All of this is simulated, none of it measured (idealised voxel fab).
process module | voxel fin reveal
cross-section cut | 175 nm wide | cells 5 nm
A cross-section is a grid of square cells, given in bands from the top down. A band is one or more rows of cells.
Each band's line starts with the height of the band's top and of its bottom, in nm. Then come its materials from left to right, each with its width in nm. One material with "throughout" fills the band from edge to edge. "air" is empty space.
Height 0 is the level under which the wafer as received is all one material. The lowest band goes on downwards, as in "0 down".
A width such as "30 to 40" changes by the same amount from each row of cells to the next, from the band's top row to its bottom row.
"no change" after a step means that no cell of the cross-section changed.
closed voids: empty space of 8 cells or more with no open way to the top, each as width x height at its distance from the left edge, in nm
after a step's settings: what the simulator itself notes on the step
overlay nm, on a step with a mask: how far to the right of its planned place the mask lay; to the left if negative
plan
1 op RECEIVE | material Si
2 op CONFORMAL_DEP | material SiN | thk nm 10
3 op MASKED_ETCH | tone cover | mask id FINS | width nm 15 | pitch nm 35 | etch materials SiN | depth nm 10 | overlay nm 0
4 op MASKED_ETCH | tone cover | mask id FINS | width nm 15 | pitch nm 35 | etch materials Si | depth nm 35 | overlay nm 0
5 op OXIDIZE | depth nm 5
6 op FILL_DEP | material SiO2 | thk nm 15
7 op CMP | height nm 10
8 op SELECTIVE_ETCH | etch materials SiO2 | depth nm 20
9 op STRIP | etch materials SiN
varied across the wafers: depth nm of step 8. The plan shows the first wafer's value. All wafers start alike
first wafer as received, after step 1
  0 down: Si throughout
  closed voids: none
each wafer at the end: cells of each material gained (+) or lost (-) since it was received, then its closed voids
depth nm 20 | -264 Si | +198 SiO2 | closed voids: none
depth nm 25 | -264 Si | +165 SiO2 | closed voids: none
depth nm 30 | -264 Si | +132 SiO2 | closed voids: none
depth nm 35 | -264 Si | +99 SiO2 | closed voids: none
depth nm 40 | -264 Si | +66 SiO2 | closed voids: none
depth nm 45 | -264 Si | +33 SiO2 | closed voids: none
